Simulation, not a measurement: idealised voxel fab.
This section sets out a process module, namely voxel self aligned contacts.
FYI the section here is cut, 215 nm wide, cells are 5 nm squares.
In this document a cross-section is written as a grid of square cells. It is given as a series of bands, listed from the top down, and a band is one or more rows of cells.
Band: top and bottom heights (nm) first, top before bottom; then materials from left to right, widths in nm. "everywhere" marks a sole material filling the band edge to edge. "blank" denotes empty space.
Convention: height 0 is the level below which the wafer, as received, is all one material. The lowest band does not terminate at the bottom but continues downward, represented as "0 down".
So if you see something like "30..40" for the width, read it as the top row of the band sitting at the first number and the bottom row at the second, with every row in between moving by the same amount as the last.
"all unchanged" after a step means that no cell of the cross-section changed.
Closed void listing: empty space of 8 cells or more with no open way to the top, each as width x height at its distance from the left edge, in nm
On each step's line, the part that comes after the settings is the simulator's own comment on the step.
When a step includes a mask, the "overlay nm" setting on its line states how far to the right of its planned place that mask lay, and negative values state how far to the left.

Here's what the planned process steps look like
- 1: RECEIVE, material Si
- 2: OXIDIZE, depth nm 5
- 3: DIRECTIONAL_DEP, material polySi, thk nm 25
- 4: DIRECTIONAL_DEP, material SiN, thk nm 15
- 5: PATTERN, tone cover, mask id GATE, material resist, width nm 35, pitch nm 65, thk nm 20, overlay nm 0
- 6: DIRECTIONAL_ETCH, etch materials SiN, depth nm 15
- 7: DIRECTIONAL_ETCH, etch materials polySi, depth nm 25
- 8: STRIP, etch materials resist
- 9: CONFORMAL_DEP, material SiN, thk nm 5
- 10: DIRECTIONAL_ETCH, etch materials SiN, depth nm 5
- 11: FILL_DEP, material SiO2, thk nm 15
- 12: CMP, height nm 45
- 13: MASKED_ETCH, tone open, mask id CONTACT, width nm 40, etch materials SiO2, depth nm 50, overlay nm 0
- 14: CONFORMAL_DEP, material TiN, thk nm 5
- 15: FILL_DEP, material Ru, thk nm 10
- 16: CMP, height nm 45
- 17: CONFORMAL_DEP, material SiCN, thk nm 5

Cross-section of the wafer at receipt, which is the condition after step 1
    0 down = Si everywhere
    Closed void listing: none

A wafer at the end: this start, this plan, one mistake
    65 to 60 = SiCN everywhere
    60 to 50 = Ru everywhere
    50 to 45 = TiN 90, Ru 30, TiN 95
    45 to 40 = SiO2 85, TiN 15, Ru 10, TiN 15, SiO2 90
    40 to 25 = SiO2 50, SiN 45, TiN 5, Ru 10, TiN 5, SiN 45, SiO2 55
    25 to 0 = SiO2 50, SiN 5, polySi 35, SiN 5, TiN 5, Ru 10, TiN 5, SiN 5, polySi 35, SiN 5, SiO2 55
    0 to -5 = SiO2 95, TiN 20, SiO2 100
    -5 down = Si everywhere
    Closed void listing: none
Which mistake was made when the wafer was run? step 16 was left out
